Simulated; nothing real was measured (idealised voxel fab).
Herein follows the process module entitled voxel self aligned vias.
FYI the section here is cut, 220 nm wide, cells are 5 nm squares.
Cross-sections here: square-cell grids, written as top-down lists of bands, a band being one or more rows of cells.
Look at the band entry: it leads with the top's height and the bottom's height in nm. Then it lists the materials left to right, with a width in nm for each. The word "throughout" on a single material says that material fills the band edge to edge. The word "air" is empty space.
Height 0 is the level under which the wafer as received is all one material. The lowest band goes on downwards, as in "top 0, no bottom".
The two numbers in a width such as "30->40" mark its ends across the band: the first belongs to the top row of cells, the second to the bottom row, and from each row to the next the width moves by the same amount.
Key: "remained the same" - step with no changed cell in the cross-section.
This entry, "Sealed internal cavities", enumerates those empty regions of no fewer than 8 cells that possess no open connection to the top. Each region is reported in the form width x height at distance, the distance being taken from the left edge, with all three quantities expressed in nm.
Past the settings on a step's line: simulator remark, on that step.
"overlay nm" on a masked step: distance the mask lay right of its planned place, negative for left.

Intended process steps:
1 RECEIVE with material Si
2 CONFORMAL_DEP with material SiO2, thk nm 15
3 CONFORMAL_DEP with material SiCN, thk nm 5
4 DIRECTIONAL_DEP with material lowk, thk nm 20
5 DIRECTIONAL_DEP with material aC, thk nm 10
6 PATTERN with tone open, mask id LINES, material resist, width nm 20, pitch nm 50, thk nm 25, overlay nm 0
7 DIRECTIONAL_ETCH with etch materials aC, depth nm 10
8 STRIP with etch materials resist
9 DIRECTIONAL_ETCH with etch materials lowk, depth nm 20
10 STRIP with etch materials aC
11 CONFORMAL_DEP with material TiN, thk nm 5
12 FILL_DEP with material W, thk nm 10
13 CMP with height nm 40
14 SELECTIVE_ETCH with etch materials W Ru TiN, depth nm 10
15 FILL_DEP with material SiN, thk nm 5
16 CMP with height nm 40
17 DIRECTIONAL_DEP with material lowk, thk nm 15
18 PATTERN with tone open, mask id VIAS, material resist, width nm 30, pitch nm 50, thk nm 15, overlay nm 0
19 DIRECTIONAL_ETCH with etch materials lowk, depth nm 15
20 DIRECTIONAL_ETCH with etch materials SiN, depth nm 10
21 STRIP with etch materials resist
22 CONFORMAL_DEP with material TiN, thk nm 5
23 FILL_DEP with material W, thk nm 10
24 CMP with height nm 55
25 CONFORMAL_DEP with material SiCN, thk nm 5

Wafer cross-section on receipt, i.e. after step 1:
	top 0, no bottom  Si throughout
	Sealed internal cavities: none

Module complete, cross-section. Starting point and plan per above. One mistake made in running the module:
	top 60, bottom 55  SiCN throughout
	top 55, bottom 35  lowk 45 / TiN 5 / W 20 / TiN 5 / lowk 20 / TiN 5 / W 20 / TiN 5 / lowk 20 / TiN 5 / W 20 / TiN 5 / lowk 45
	top 35, bottom 30  lowk 45 / TiN 30 / lowk 20 / TiN 30 / lowk 20 / TiN 30 / lowk 45
	top 30, bottom 25  lowk 45 / TiN 5 / W 20 / TiN 5 / lowk 20 / TiN 5 / W 20 / TiN 5 / lowk 20 / TiN 5 / W 20 / TiN 5 / lowk 45
	top 25, bottom 20  lowk 45 / TiN 30 / lowk 20 / TiN 30 / lowk 20 / TiN 30 / lowk 45
	top 20, bottom 15  SiCN throughout
	top 15, bottom 0  SiO2 throughout
	top 0, no bottom  Si throughout
	Sealed internal cavities: none
It is concluded that the wafer was processed incorrectly with respect to the plan, in that step 6 ran as: PATTERN with tone open, mask id LINES, material resist, width nm 30, pitch nm 50, thk nm 25, overlay nm 0
